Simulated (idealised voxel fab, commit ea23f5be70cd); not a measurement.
Process module, titled voxel wiring stack
Square cells of 5 nm make up the cross-section cut, whose width is 225 nm.
This document writes a cross-section as a grid whose cells are square, and gives it as bands, listed from the top down; one or more rows of cells form a band. Look at the band entry: it leads with the top's height and the bottom's height in nm. Then it lists the materials left to right, with a width in nm for each. The word "all across" on a single material says that material fills the band edge to edge. The word "empty" is empty space. For the purposes of this specification, 0 denotes the height below which the wafer in its as-received condition is composed wholly of one material, and the lowermost band, lacking a lower limit, extends downward without end, as expressed in "z 0 and below". Width spec "30->40" -> top row of cells at first value, bottom row at second value, equal per-row change in between. Key: "no alteration" - step with no changed cell in the cross-section. Voids not open to the top, 8 cells minimum: see "Entrapped void list". Written width x height at distance; distance is from the left edge; nm. On each step's line, the part that comes after the settings is the simulator's own comment on the step. overlay nm, on a step with a mask: how far to the right of its planned place the mask lay; to the left if negative.

-- Listed below are the process steps as planned
- 1: RECEIVE,material Si
- 2: CONFORMAL_DEP,material SiO2,thk nm 15
- 3: CONFORMAL_DEP,material SiN,thk nm 5
- 4: DIRECTIONAL_DEP,material lowk,thk nm 20
- 5: MASKED_ETCH,tone open,mask id METAL_1,width nm 25,pitch nm 55,etch materials lowk,depth nm 20,overlay nm 0
- 6: MASKED_ETCH,tone open,mask id METAL_1,width nm 25,pitch nm 55,etch materials SiN,depth nm 5,overlay nm 0
- 7: CONFORMAL_DEP,material TiN,thk nm 5
- 8: FILL_DEP,material Cu,thk nm 5
- 9: CMP,height nm 40
- 10: EPI,material Ru,thk nm 5
- 11: FILL_DEP,material SiCN,thk nm 5
- 12: DIRECTIONAL_DEP,material SiO2,thk nm 20
- 13: MASKED_ETCH,tone open,mask id PLUG_1,width nm 15,etch materials SiO2,depth nm 20,overlay nm 0
- 14: MASKED_ETCH,tone open,mask id PLUG_1,width nm 15,etch materials SiCN,depth nm 5,overlay nm 0
- 15: CONFORMAL_DEP,material TiN,thk nm 5
- 16: FILL_DEP,material Cu,thk nm 5
- 17: CMP,height nm 70
- 18: DIRECTIONAL_DEP,material TiN,thk nm 5
- 19: DIRECTIONAL_DEP,material W,thk nm 25
- 20: DIRECTIONAL_DEP,material aC,thk nm 10
- 21: PATTERN,tone cover,mask id METAL_2,material resist,width nm 25,pitch nm 55,thk nm 30,overlay nm 0
- 22: DIRECTIONAL_ETCH,etch materials aC,depth nm 10
- 23: STRIP,etch materials resist
- 24: DIRECTIONAL_ETCH,etch materials W,depth nm 25
- 25: DIRECTIONAL_ETCH,etch materials TiN,depth nm 5
- 26: STRIP,etch materials aC
- 27: FILL_DEP,material lowk,thk nm 5
- 28: CMP,height nm 100
- 29: CONFORMAL_DEP,material SiCN,thk nm 5
- 30: DIRECTIONAL_DEP,material lowk,thk nm 30
- 31: PATTERN,tone open,mask id METAL_3,material resist,width nm 25,pitch nm 55,thk nm 20,overlay nm 0
- 32: DIRECTIONAL_ETCH,etch materials lowk,depth nm 15
- 33: STRIP,etch materials resist
- 34: MASKED_ETCH,tone open,mask id METAL_3_HOLES,width nm 15,etch materials lowk,depth nm 15,overlay nm 0
- 35: MASKED_ETCH,tone open,mask id METAL_3_HOLES,width nm 15,etch materials SiCN,depth nm 5,overlay nm 0
- 36: CONFORMAL_DEP,material TiN,thk nm 5
- 37: FILL_DEP,material Cu,thk nm 5
- 38: CMP,height nm 135
- 39: CONFORMAL_DEP,material SiCN,thk nm 5
- 40: DIRECTIONAL_DEP,material lowk,thk nm 15
- 41: MASKED_ETCH,tone open,mask id PLUG_3,width nm 15,pitch nm 55,etch materials lowk,depth nm 15,overlay nm 0
- 42: MASKED_ETCH,tone open,mask id PLUG_3,width nm 15,pitch nm 55,etch materials SiCN,depth nm 5,overlay nm 0
- 43: EPI,material Ru,thk nm 10
- 44: EPI,material Ru,thk nm 10
- 45: CONFORMAL_DEP,material SiN,thk nm 5
- 46: DIRECTIONAL_DEP,material SiO2,thk nm 15
- 47: MASKED_ETCH,tone open,mask id METAL_4,width nm 25,pitch nm 55,etch materials SiO2,depth nm 15,overlay nm 0
- 48: MASKED_ETCH,tone open,mask id METAL_4,width nm 25,pitch nm 55,etch materials SiN,depth nm 5,overlay nm 0
- 49: CONFORMAL_DEP,material TiN,thk nm 5
- 50: FILL_DEP,material Ru,thk nm 5
- 51: CMP,height nm 175
- 52: CONFORMAL_DEP,material SiN,thk nm 5

-- Cross-sectional view of the wafer in its as-received condition, corresponding to the state after step 1
z 0 and below | Si all across
Entrapped void list: none

-- Final cross-section, module run with one mistake (start and plan as above)
z 180 to 175 | SiN all across
z 175 to 170 | SiO2=70 | TiN=5 | Ru=15 | TiN=5 | SiO2=30 | TiN=5 | Ru=15 | TiN=5 | SiO2=75
z 170 to 165 | SiO2=55 | SiN=15 | TiN=25 | SiN=5 | SiO2=10 | SiN=15 | TiN=25 | SiN=5 | SiO2=70
z 165 to 160 | SiO2=55 | SiN=5 | Ru=35 | SiN=5 | SiO2=10 | SiN=5 | Ru=35 | SiN=5 | SiO2=70
z 160 to 155 | SiN=60 | Ru=35 | SiN=20 | Ru=35 | SiN=75
z 155 to 140 | lowk=70 | Ru=15 | lowk=40 | Ru=15 | lowk=85
z 140 to 135 | SiCN=70 | Ru=15 | SiCN=40 | Ru=15 | SiCN=85
z 135 to 125 | lowk=70 | TiN=5 | Cu=15 | TiN=5 | lowk=30 | TiN=5 | Cu=15 | TiN=5 | lowk=75
z 125 to 120 | lowk=70 | TiN=5 | Cu=5 | TiN=15 | lowk=30 | TiN=25 | lowk=75
z 120 to 105 | lowk=70 | TiN=5 | Cu=5 | TiN=5 | lowk=140
z 105 to 100 | SiCN=70 | TiN=15 | SiCN=140
z 100 to 75 | lowk=70 | W=25 | lowk=30 | W=25 | lowk=75
z 75 to 70 | lowk=70 | TiN=25 | lowk=30 | TiN=25 | lowk=75
z 70 to 50 | SiO2=70 | TiN=5 | Cu=5 | TiN=5 | SiO2=140
z 50 to 45 | SiCN=70 | TiN=15 | SiCN=140
z 45 to 40 | SiCN=65 | Ru=35 | SiCN=20 | Ru=35 | SiCN=70
z 40 to 20 | lowk=70 | TiN=5 | Cu=15 | TiN=5 | lowk=30 | TiN=5 | Cu=15 | TiN=5 | lowk=75
z 20 to 15 | SiN=70 | TiN=25 | SiN=30 | TiN=25 | SiN=75
z 15 to 0 | SiO2 all across
z 0 and below | Si all across
Entrapped void list: none
Which mistake was made when the wafer was run? there is no telling which one of steps 43 and 44, all the same, got done twice
